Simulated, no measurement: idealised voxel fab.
process module | voxel transistor to metal
cross-section cut | 145 nm wide | cells 5 nm
A cross-section is a grid of square cells, given in bands from the top down. A band is one or more rows of cells.
Each band's line starts with the height of the band's top and of its bottom, in nm. Then come its materials from left to right, each with its width in nm. One material with "throughout" fills the band from edge to edge. "air" is empty space.
Height 0 is the level under which the wafer as received is all one material. The lowest band goes on downwards, as in "0 down".
A width such as "30 to 40" changes by the same amount from each row of cells to the next, from the band's top row to its bottom row.
"no change" after a step means that no cell of the cross-section changed.
closed voids: empty space of 8 cells or more with no open way to the top, each as width x height at its distance from the left edge, in nm
after a step's settings: what the simulator itself notes on the step
overlay nm, on a step with a mask: how far to the right of its planned place the mask lay; to the left if negative
plan
1 op RECEIVE | material Si
2 op CONFORMAL_DEP | material SiO2 | thk nm 5
3 op CONFORMAL_DEP | material SiN | thk nm 15
4 op DIRECTIONAL_DEP | material aC | thk nm 15
5 op PATTERN | tone cover | mask id ACTIVE | material resist | width nm 95 | thk nm 30 | overlay nm 0
6 op DIRECTIONAL_ETCH | etch materials aC | depth nm 15
7 op STRIP | etch materials resist
8 op DIRECTIONAL_ETCH | etch materials SiN | depth nm 15
9 op DIRECTIONAL_ETCH | etch materials SiO2 | depth nm 5
10 op DIRECTIONAL_ETCH | etch materials Si | depth nm 35
11 op STRIP | etch materials aC
12 op OXIDIZE | depth nm 5
13 op FILL_DEP | material SiO2 | thk nm 10
14 op CMP | height nm 20
15 op SELECTIVE_ETCH | etch materials SiO2 | depth nm 10
16 op STRIP | etch materials SiN
17 op SELECTIVE_ETCH | etch materials SiO2 | depth nm 5
18 op OXIDIZE | depth nm 5
19 op DIRECTIONAL_DEP | material polySi | thk nm 30
20 op DIRECTIONAL_DEP | material SiCN | thk nm 10
21 op DIRECTIONAL_DEP | material aC | thk nm 15
22 op PATTERN | tone cover | mask id GATE | material resist | width nm 25 | thk nm 35 | overlay nm 0
23 op DIRECTIONAL_ETCH | etch materials aC | depth nm 15
24 op STRIP | etch materials resist
25 op DIRECTIONAL_ETCH | etch materials SiCN | depth nm 20
26 op DIRECTIONAL_ETCH | etch materials polySi | depth nm 40
27 op STRIP | etch materials aC
28 op CONFORMAL_DEP | material SiN | thk nm 5
29 op DIRECTIONAL_ETCH | etch materials SiN | depth nm 5
30 op DIRECTIONAL_ETCH | etch materials SiO2 | depth nm 5
31 op DIRECTIONAL_ETCH | etch materials Si | depth nm 15
32 op EPI | material SiGe | thk nm 20
33 op FILL_DEP | material SiO2 | thk nm 5
34 op CMP | height nm 30
35 op STRIP | etch materials polySi
36 op SELECTIVE_ETCH | etch materials SiO2 | depth nm 5
37 op CONFORMAL_DEP | material HfO2 | thk nm 5
38 op CONFORMAL_DEP | material TiN | thk nm 5
39 op FILL_DEP | material W | thk nm 10
40 op CMP | height nm 25
41 op DIRECTIONAL_DEP | material SiO2 | thk nm 10
42 op MASKED_ETCH | tone open | mask id CONTACT | width nm 15 | pitch nm 70 | etch materials SiO2 | depth nm 35 | overlay nm 0
43 op CONFORMAL_DEP | material TiN | thk nm 5
44 op FILL_DEP | material Ru | thk nm 10
45 op CMP | height nm 35
46 op CONFORMAL_DEP | material SiCN | thk nm 5
47 op DIRECTIONAL_DEP | material SiO2 | thk nm 20
48 op MASKED_ETCH | tone open | mask id METAL_1 | width nm 15 | pitch nm 70 | etch materials SiO2 | depth nm 20 | overlay nm 0
49 op MASKED_ETCH | tone open | mask id METAL_1 | width nm 15 | pitch nm 70 | etch materials SiCN | depth nm 5 | overlay nm 0
50 op CONFORMAL_DEP | material TiN | thk nm 5
51 op FILL_DEP | material W | thk nm 5
52 op CMP | height nm 60
53 op EPI | material Ru | thk nm 5
54 op FILL_DEP | material SiCN | thk nm 5
as received, after step 1
  0 down: Si throughout
  closed voids: none
first wafer at the end, as planned
  70 to 65: SiCN throughout
  65 to 60: SiCN 25 | Ru 25 | SiCN 45 | Ru 25 | SiCN 25
  60 to 40: SiO2 30 | TiN 5 | W 5 | TiN 5 | SiO2 55 | TiN 5 | W 5 | TiN 5 | SiO2 30
  40 to 35: SiCN 30 | TiN 15 | SiCN 55 | TiN 15 | SiCN 30
  35 to 25: SiO2 30 | TiN 5 | Ru 5 | TiN 5 | SiO2 55 | TiN 5 | Ru 5 | TiN 5 | SiO2 30
  25 to 20: SiO2 30 | TiN 5 | Ru 5 | TiN 5 | SiO2 10 | SiN 5 | HfO2 5 | TiN 5 | W 5 | TiN 5 | HfO2 5 | SiN 5 | SiO2 10 | TiN 5 | Ru 5 | TiN 5 | SiO2 30
  20 to 15: SiO2 30 | TiN 15 | SiO2 10 | SiN 5 | HfO2 5 | TiN 5 | W 5 | TiN 5 | HfO2 5 | SiN 5 | SiO2 10 | TiN 15 | SiO2 30
  15 to 5: SiO2 30 | TiN 5 | SiGe 20 | SiN 5 | HfO2 5 | TiN 5 | W 5 | TiN 5 | HfO2 5 | SiN 5 | SiGe 20 | TiN 5 | SiO2 30
  5 to 0: SiO2 20 | SiN 5 | SiO2 5 | TiN 5 | SiGe 20 | SiN 5 | HfO2 5 | TiN 15 | HfO2 5 | SiN 5 | SiGe 20 | TiN 5 | SiO2 5 | SiN 5 | SiO2 20
  0 to -5: SiO2 25 | SiGe 30 | HfO2 35 | SiGe 30 | SiO2 25
  -5 to -20: SiO2 30 | SiGe 25 | Si 35 | SiGe 25 | SiO2 30
  -20 to -40: SiO2 30 | Si 85 | SiO2 30
  -40 down: Si throughout
  closed voids: none
second wafer at the end: like start, like plan, one mistake
  70 to 65: SiCN throughout
  65 to 60: SiCN 25 | Ru 25 | SiCN 45 | Ru 25 | SiCN 25
  60 to 40: SiO2 30 | TiN 5 | W 5 | TiN 5 | SiO2 55 | TiN 5 | W 5 | TiN 5 | SiO2 30
  40 to 35: SiCN 30 | TiN 15 | SiCN 55 | TiN 15 | SiCN 30
  35 to 25: SiO2 30 | TiN 5 | Ru 5 | TiN 5 | SiO2 55 | TiN 5 | Ru 5 | TiN 5 | SiO2 30
  25 to 20: SiO2 30 | TiN 5 | Ru 5 | TiN 5 | SiO2 10 | SiN 5 | HfO2 5 | TiN 5 | W 5 | TiN 5 | HfO2 5 | SiN 5 | SiO2 10 | TiN 5 | Ru 5 | TiN 5 | SiO2 30
  20 to 15: SiO2 30 | TiN 15 | SiO2 10 | SiN 5 | HfO2 5 | TiN 5 | W 5 | TiN 5 | HfO2 5 | SiN 5 | SiO2 10 | TiN 15 | SiO2 30
  15 to 5: SiO2 30 | TiN 5 | SiGe 20 | SiN 5 | HfO2 5 | TiN 5 | W 5 | TiN 5 | HfO2 5 | SiN 5 | SiGe 20 | TiN 5 | SiO2 30
  5 to 0: SiO2 25 | SiGe 30 | SiN 5 | HfO2 5 | TiN 15 | HfO2 5 | SiN 5 | SiGe 30 | SiO2 25
  0 to -5: SiO2 25 | SiN 5 | SiGe 25 | HfO2 35 | SiGe 25 | SiN 5 | SiO2 25
  -5 to -10: SiO2 10 | SiN 5 | SiO2 10 | SiN 5 | SiO2 5 | SiGe 20 | Si 35 | SiGe 20 | SiO2 5 | SiN 5 | SiO2 10 | SiN 5 | SiO2 10
  -10 to -15: SiO2 35 | SiGe 20 | Si 35 | SiGe 20 | SiO2 35
  -15 to -20: SiO2 30 | Si 5 | SiGe 20 | Si 35 | SiGe 20 | Si 5 | SiO2 30
  -20 to -40: SiO2 30 | Si 85 | SiO2 30
  -40 down: Si throughout
  closed voids: none
what went wrong: step 17 ran as: op SELECTIVE_ETCH | etch materials SiO2 | depth nm 15
at the end the second wafer has, in cells: 2 more of Si | 4 fewer of SiGe | 4 more of SiN | 2 fewer of TiN
